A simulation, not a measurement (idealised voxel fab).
A process module follows: voxel air gaps.
Cross-section cut spans 290 nm and uses square cells 5 nm in size.
Cross-section layout: square cells on a grid; listed as bands, top to bottom; a band spans one or more cell rows.
Read a band's entry like this: the first values are the height of its top and the height of its bottom in nm, and what follows is the sequence of materials from left to right, each with its width in nm. Note that "air" is empty space, and that a single material marked "everywhere" reaches across the band from edge to edge.
Counting heights begins at 0, where everything beneath is, in the wafer as received, one material. The lowest band has no bottom; it goes on downwards, as "0 -> down" shows.
A width such as "30 to 40" changes by the same amount from each row of cells to the next, from the band's top row to its bottom row.
Any step labelled "nothing was modified" changed none of the cells in the cross-section.
"Sealed void listing": empty spaces of 8 cells or more with no open way to the top, each given as width x height at distance, distance from the left edge, all in nm.
It should be noted that, on the line of a given step, the content following the step's settings is a remark produced by the simulator itself with respect to that step.
The "overlay nm" setting may appear on a step's line; for a step that uses a mask, it gives how far to the right of its planned position the mask lay, and a negative value indicates the left.

List of planned process steps
1. RECEIVE [material Si]
2. CONFORMAL_DEP [material SiO2] [thk nm 15]
3. CONFORMAL_DEP [material SiN] [thk nm 5]
4. DIRECTIONAL_DEP [material lowk] [thk nm 35]
5. MASKED_ETCH [tone open] [mask id LINES] [width nm 20] [pitch nm 50] [etch materials lowk] [depth nm 35] [overlay nm 0]
6. CONFORMAL_DEP [material TiN] [thk nm 5]
7. FILL_DEP [material Cu] [thk nm 10]
8. CMP [height nm 55]
9. EPI [material Ru] [thk nm 10]
10. SELECTIVE_ETCH [etch materials lowk] [depth nm 45]
11. CONFORMAL_DEP [material SiCN] [thk nm 5]

As received (post step 1): cross-section
- 0 -> down  Si everywhere
- Sealed void listing: none

Post-module cross-section of the first of two wafers (run per plan)
- 70 -> 65  air 45 nm, then SiCN 200 nm, then air 45 nm
- 65 -> 55  air 45 nm, then SiCN 5 nm, then Ru 40 nm, then SiCN 10 nm, then Ru 40 nm, then SiCN 10 nm, then Ru 40 nm, then SiCN 10 nm, then Ru 40 nm, then SiCN 5 nm, then air 45 nm
- 55 -> 50  air 45 nm, then SiCN 15 nm, then TiN 5 nm, then Cu 10 nm, then TiN 5 nm, then SiCN 30 nm, then TiN 5 nm, then Cu 10 nm, then TiN 5 nm, then SiCN 30 nm, then TiN 5 nm, then Cu 10 nm, then TiN 5 nm, then SiCN 30 nm, then TiN 5 nm, then Cu 10 nm, then TiN 5 nm, then SiCN 15 nm, then air 45 nm
- 50 -> 25  air 55 nm, then SiCN 5 nm, then TiN 5 nm, then Cu 10 nm, then TiN 5 nm, then SiCN 5 nm, then air 20 nm, then SiCN 5 nm, then TiN 5 nm, then Cu 10 nm, then TiN 5 nm, then SiCN 5 nm, then air 20 nm, then SiCN 5 nm, then TiN 5 nm, then Cu 10 nm, then TiN 5 nm, then SiCN 5 nm, then air 20 nm, then SiCN 5 nm, then TiN 5 nm, then Cu 10 nm, then TiN 5 nm, then SiCN 5 nm, then air 55 nm
- 25 -> 20  SiCN 60 nm, then TiN 20 nm, then SiCN 30 nm, then TiN 20 nm, then SiCN 30 nm, then TiN 20 nm, then SiCN 30 nm, then TiN 20 nm, then SiCN 60 nm
- 20 -> 15  SiN everywhere
- 15 -> 0  SiO2 everywhere
- 0 -> down  Si everywhere
- Sealed void listing: 20 x 25 at 85; 20 x 25 at 135; 20 x 25 at 185

second wafer at the end: like start, like plan, one mistake
- 70 -> 65  air 45 nm, then SiCN 200 nm, then air 45 nm
- 65 -> 55  air 45 nm, then SiCN 5 nm, then Ru 40 nm, then SiCN 10 nm, then Ru 40 nm, then SiCN 10 nm, then Ru 40 nm, then SiCN 10 nm, then Ru 40 nm, then SiCN 5 nm, then air 45 nm
- 55 -> 50  air 45 nm, then SiCN 15 nm, then TiN 5 nm, then Cu 10 nm, then TiN 5 nm, then SiCN 30 nm, then TiN 5 nm, then Cu 10 nm, then TiN 5 nm, then SiCN 30 nm, then TiN 5 nm, then Cu 10 nm, then TiN 5 nm, then SiCN 30 nm, then TiN 5 nm, then Cu 10 nm, then TiN 5 nm, then SiCN 15 nm, then air 45 nm
- 50 -> 35  air 55 nm, then SiCN 5 nm, then TiN 5 nm, then Cu 10 nm, then TiN 5 nm, then SiCN 5 nm, then air 20 nm, then SiCN 5 nm, then TiN 5 nm, then Cu 10 nm, then TiN 5 nm, then SiCN 5 nm, then air 20 nm, then SiCN 5 nm, then TiN 5 nm, then Cu 10 nm, then TiN 5 nm, then SiCN 5 nm, then air 20 nm, then SiCN 5 nm, then TiN 5 nm, then Cu 10 nm, then TiN 5 nm, then SiCN 5 nm, then air 55 nm
- 35 -> 30  SiCN 60 nm, then TiN 20 nm, then SiCN 30 nm, then TiN 20 nm, then SiCN 30 nm, then TiN 20 nm, then SiCN 30 nm, then TiN 20 nm, then SiCN 60 nm
- 30 -> 25  SiN everywhere
- 25 -> 0  SiO2 everywhere
- 0 -> down  Si everywhere
- Sealed void listing: 20 x 15 at 85; 20 x 15 at 135; 20 x 15 at 185
So what did we get wrong on this run? step 2 ran with different settings than intended, the actual operation and settings being CONFORMAL_DEP [material SiO2] [thk nm 25]
Per the end-of-run cell counts, the second wafer holds more or fewer of some materials than the first: Cu -16, SiCN -16, SiO2 +116, TiN -16
